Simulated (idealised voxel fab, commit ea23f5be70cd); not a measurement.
process module | voxel trench capacitor
cross-section cut | 285 nm wide | cells 5 nm
A cross-section is a grid of square cells, given in bands from the top down. A band is one or more rows of cells.
Each band's line starts with the height of the band's top and of its bottom, in nm. Then come its materials from left to right, each with its width in nm. One material with "throughout" fills the band from edge to edge. "air" is empty space.
Height 0 is the level under which the wafer as received is all one material. The lowest band goes on downwards, as in "0 down".
A width such as "30 to 40" changes by the same amount from each row of cells to the next, from the band's top row to its bottom row.
"no change" after a step means that no cell of the cross-section changed.
closed voids: empty space of 8 cells or more with no open way to the top, each as width x height at its distance from the left edge, in nm
after a step's settings: what the simulator itself notes on the step
overlay nm, on a step with a mask: how far to the right of its planned place the mask lay; to the left if negative
plan
1 op RECEIVE | material Si
2 op CONFORMAL_DEP | material SiN | thk nm 10
3 op PATTERN | tone open | mask id TRENCH | material resist | width nm 25 | pitch nm 55 | thk nm 20 | overlay nm 0
4 op DIRECTIONAL_ETCH | etch materials SiN | depth nm 10
5 op DIRECTIONAL_ETCH | etch materials Si | depth nm 40
6 op STRIP | etch materials resist
7 op CONFORMAL_DEP | material HfO2 | thk nm 5
8 op CONFORMAL_DEP | material TiN | thk nm 5
9 op FILL_DEP | material W | thk nm 10
10 op CMP | height nm 10
as received, after step 1
  0 down: Si throughout
  closed voids: none
a wafer at the end: this start, this plan, one mistake
  10 to 0: SiN 100 | HfO2 5 | TiN 5 | W 10 | TiN 5 | HfO2 5 | SiN 25 | HfO2 5 | TiN 5 | W 10 | TiN 5 | HfO2 5 | SiN 100
  0 to -30: Si 100 | HfO2 5 | TiN 5 | W 10 | TiN 5 | HfO2 5 | Si 25 | HfO2 5 | TiN 5 | W 10 | TiN 5 | HfO2 5 | Si 100
  -30 to -35: Si 100 | HfO2 5 | TiN 20 | HfO2 5 | Si 25 | HfO2 5 | TiN 20 | HfO2 5 | Si 100
  -35 to -40: Si 100 | HfO2 30 | Si 25 | HfO2 30 | Si 100
  -40 down: Si throughout
  closed voids: none
what went wrong: step 3 ran as: op PATTERN | tone open | mask id TRENCH | material resist | width nm 30 | pitch nm 55 | thk nm 20 | overlay nm 0
